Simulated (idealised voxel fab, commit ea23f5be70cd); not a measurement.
Process module under the name voxel quadruple lines
Square cell edge 5 nm, section width 175 nm, ID cut.
A cross-section is a grid of square cells, given in bands from the top down. A band is one or more rows of cells.
The band entry comprises the height of the band's top followed by the height of its bottom, expressed in nm, and subsequently the band's materials from left to right, each stated together with its width in nm. Where a single material is marked with the word "edge to edge", that material fills the band from edge to edge. The word "air" represents empty space.
Ref level 0: as-received wafer is one material below here. Bottom band extends down with no lower bound ("0 down").
Think of "30->40" as a width that walks from the first number to the second as you go down the band, top row to bottom row, taking equal-sized steps from row to row.
Key: "no modifications" - step with no changed cell in the cross-section.
So "Fully sealed voids" is basically the list of trapped voids: any empty space of 8 cells or more that can't reach the top through an opening. They're written width x height at distance, the distance being from the left edge, and it's all nm.
Heads up: the bit after the settings on a step's line is the simulator's remark on that step.
You can add "overlay nm" to a step's line. For a step with a mask, it describes how far the mask lay to the right of its planned position, and a negative number describes a lay to the left.
Heads up before you read on: it's before/after pairs around one process step each, after side only down to the lowest band that changed, step plus settings under the pair. Pairs can be from different runs of this module, same starting wafer, so only chain a pair onto the one above if its "Before the process" entry says so.

-- Before the process
* 20 to 5 | air (55), W (5), air (15), W (5), air (15), W (5), air (15), W (5), air (55)
* 5 to 0 | SiO2 edge to edge
* 0 down | Si edge to edge
* Fully sealed voids: none

-- Cross-Section After Step
* 25 to 20 | polySi edge to edge
* 20 to 5 | polySi (55), W (5), polySi (15), W (5), polySi (15), W (5), polySi (15), W (5), polySi (55)
* Below a height of 5, the structure has not been altered.
* Fully sealed voids: none
Step sandwiched between the two cross-sections above: FILL_DEP [material polySi] [thk nm 5]

Before the process: The pre-step condition corresponds to the post-step cross-section depicted in the pair directly above.

-- Cross-Section After Step
* 20 to 5 | polySi (55), W (5), polySi (15), W (5), polySi (15), W (5), polySi (15), W (5), polySi (55)
* Below a height of 5, the structure has not been altered.
* Fully sealed voids: none
Step sandwiched between the two cross-sections above: CMP [height nm 20]

-- Before the process
* 55 to 35 | aC edge to edge
* 35 to 20 | polySi edge to edge
* 20 to 5 | W edge to edge
* 5 to 0 | SiO2 edge to edge
* 0 down | Si edge to edge
* Fully sealed voids: none

-- Cross-Section After Step
* 85 to 55 | resist (75), air (25), resist (75)
* Below a height of 55, the structure has not been altered.
* Fully sealed voids: none
Step sandwiched between the two cross-sections above: PATTERN [tone open] [mask id MANDREL] [material resist] [width nm 25] [thk nm 30] [overlay nm 0]

Before the process: The pre-step condition corresponds to the post-step cross-section depicted in the pair directly above.

-- Cross-Section After Step
* 65 to 55 | resist (75), air (25), resist (75)
* 55 to 35 | aC (75), air (25), aC (75)
* Below a height of 35, the structure has not been altered.
* Fully sealed voids: none
Step sandwiched between the two cross-sections above: DIRECTIONAL_ETCH [etch materials aC] [depth nm 20]

Before the process: The pre-step condition corresponds to the post-step cross-section depicted in the pair directly above.

-- Cross-Section After Step
* 55 to 35 | aC (75), air (25), aC (75)
* Below a height of 35, the structure has not been altered.
* Fully sealed voids: none
Step sandwiched between the two cross-sections above: STRIP [etch materials resist]

Before the process: The pre-step condition corresponds to the post-step cross-section depicted in the pair directly above.

-- Cross-Section After Step
* 70 to 55 | SiO2 edge to edge
* 55 to 35 | aC (75), SiO2 (25), aC (75)
* Below a height of 35, the structure has not been altered.
* Fully sealed voids: none
Step sandwiched between the two cross-sections above: CONFORMAL_DEP [material SiO2] [thk nm 15]

Before the process: The pre-step condition corresponds to the post-step cross-section depicted in the pair directly above.

-- Cross-Section After Step
* 55 to 35 | aC (75), SiO2 (25), aC (75)
* Below a height of 35, the structure has not been altered.
* Fully sealed voids: none
Step sandwiched between the two cross-sections above: DIRECTIONAL_ETCH [etch materials SiO2] [depth nm 15]

Before the process: The pre-step condition corresponds to the post-step cross-section depicted in the pair directly above.

-- Cross-Section After Step
* 55 to 35 | air (75), SiO2 (25), air (75)
* Below a height of 35, the structure has not been altered.
* Fully sealed voids: none
Step sandwiched between the two cross-sections above: STRIP [etch materials aC]

Before the process: The pre-step condition corresponds to the post-step cross-section depicted in the pair directly above.

-- Cross-Section After Step
* 55 to 35 | air (75), SiO2 (25), air (75)
* 35 to 20 | air (75), polySi (25), air (75)
* Below a height of 20, the structure has not been altered.
* Fully sealed voids: none
Step sandwiched between the two cross-sections above: DIRECTIONAL_ETCH [etch materials polySi] [depth nm 15]

Before the process: The pre-step condition corresponds to the post-step cross-section depicted in the pair directly above.

-- Cross-Section After Step
* 35 to 20 | air (75), polySi (25), air (75)
* Below a height of 20, the structure has not been altered.
* Fully sealed voids: none
Step sandwiched between the two cross-sections above: STRIP [etch materials SiO2]

Before the process: The pre-step condition corresponds to the post-step cross-section depicted in the pair directly above.

-- Cross-Section After Step
* 40 to 35 | air (70), SiCN (35), air (70)
* 35 to 25 | air (70), SiCN (5), polySi (25), SiCN (5), air (70)
* 25 to 20 | SiCN (75), polySi (25), SiCN (75)
* Below a height of 20, the structure has not been altered.
* Fully sealed voids: none
Step sandwiched between the two cross-sections above: CONFORMAL_DEP [material SiCN] [thk nm 5]

Before the process: The pre-step condition corresponds to the post-step cross-section depicted in the pair directly above.

-- Cross-Section After Step
* 35 to 20 | air (70), SiCN (5), polySi (25), SiCN (5), air (70)
* Below a height of 20, the structure has not been altered.
* Fully sealed voids: none
Step sandwiched between the two cross-sections above: DIRECTIONAL_ETCH [etch materials SiCN] [depth nm 5]

Before the process: The pre-step condition corresponds to the post-step cross-section depicted in the pair directly above.

-- Cross-Section After Step
* 35 to 20 | air (70), SiCN (5), air (25), SiCN (5), air (70)
* Below a height of 20, the structure has not been altered.
* Fully sealed voids: none
Step sandwiched between the two cross-sections above: STRIP [etch materials polySi]

Before the process: The pre-step condition corresponds to the post-step cross-section depicted in the pair directly above.

-- Cross-Section After Step
* 35 to 20 | air (70), SiCN (5), air (25), SiCN (5), air (70)
* 20 to 5 | air (70), W (5), air (25), W (5), air (70)
* Below a height of 5, the structure has not been altered.
* Fully sealed voids: none
Step sandwiched between the two cross-sections above: DIRECTIONAL_ETCH [etch materials W] [depth nm 15]

Before the process: The pre-step condition corresponds to the post-step cross-section depicted in the pair directly above.

-- Cross-Section After Step
* 20 to 5 | air (70), W (5), air (25), W (5), air (70)
* Below a height of 5, the structure has not been altered.
* Fully sealed voids: none
Step sandwiched between the two cross-sections above: STRIP [etch materials SiCN]

Before the process: The pre-step condition corresponds to the post-step cross-section depicted in the pair directly above.

-- Cross-Section After Step
* 25 to 20 | SiO2 edge to edge
* 20 to 5 | SiO2 (70), W (5), SiO2 (25), W (5), SiO2 (70)
* Below a height of 5, the structure has not been altered.
* Fully sealed voids: none
Step sandwiched between the two cross-sections above: FILL_DEP [material SiO2] [thk nm 5]

Before the process: The pre-step condition corresponds to the post-step cross-section depicted in the pair directly above.

-- Cross-Section After Step
* 20 to 5 | SiO2 (70), W (5), SiO2 (25), W (5), SiO2 (70)
* Below a height of 5, the structure has not been altered.
* Fully sealed voids: none
Step sandwiched between the two cross-sections above: CMP [height nm 20]
